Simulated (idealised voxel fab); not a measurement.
The name of this process module is voxel fin reveal.
Section cut is 270 nm wide and gridded with 5 nm square cells.
Cross-section spec: square-cell grid; bands listed top down; each band is one or more rows.
In this notation a band is specified by the heights of its top and bottom, in that order and in nm, after which its materials appear from left to right, each paired with its width in nm. The word "everywhere" attached to a single material means that material fills the band from edge to edge; the word "blank" stands for empty space.
Beneath 0, the wafer as received is one material, and that level is where height counting begins. The lowest band goes on downward without a bottom; it is written like "0..down".
Think of "30->40" as a width that walks from the first number to the second as you go down the band, top row to bottom row, taking equal-sized steps from row to row.
The cross-section has no changed cell in any step marked "no change occurred".
The entry "Sealed internal cavities" lists the empty spaces that cover at least 8 cells and have no open path to the top. Each is written as width x height at distance, where the distance is measured from the left edge and all three values are in nm.
after a step's settings: what the simulator itself notes on the step
For masked steps, "overlay nm" on the step line gives how far right of plan the mask actually lay; a minus sign means it lay to the left.

PLANNED STEP LIST FOR THE PROCESS
1,RECEIVE | material Si
2,CONFORMAL_DEP | material SiN | thk nm 10
3,MASKED_ETCH | tone cover | mask id FINS | width nm 15 | pitch nm 40 | etch materials SiN | depth nm 10 | overlay nm 0
4,MASKED_ETCH | tone cover | mask id FINS | width nm 15 | pitch nm 40 | etch materials Si | depth nm 30 | overlay nm 0
5,OXIDIZE | depth nm 5
6,FILL_DEP | material SiO2 | thk nm 5
7,CMP | height nm 10
8,SELECTIVE_ETCH | etch materials SiO2 | depth nm 30
9,STRIP | etch materials SiN
10,CONFORMAL_DEP | material HfO2 | thk nm 5

CROSS-SECTION OF THE INCOMING WAFER, STATE AFTER STEP 1
- 0..down  Si everywhere
- Sealed internal cavities: none

SAME STARTING WAFER, SAME PLAN AS ABOVE, ONE MISTAKE IN THE EXECUTION; THIS IS THE CROSS-SECTION AT THE END OF THE MODULE
- 5..0  105 nm blank  15 nm HfO2  25 nm blank  15 nm HfO2  110 nm blank
- 0..-15  105 nm blank  5 nm HfO2  5 nm Si  5 nm HfO2  25 nm blank  5 nm HfO2  5 nm Si  5 nm HfO2  110 nm blank
- -15..-20  110 nm HfO2  5 nm Si  35 nm HfO2  5 nm Si  115 nm HfO2
- -20..-65  110 nm SiO2  5 nm Si  35 nm SiO2  5 nm Si  115 nm SiO2
- -65..down  Si everywhere
- Sealed internal cavities: none
Run error: heads up, step 4 of the plan got done twice
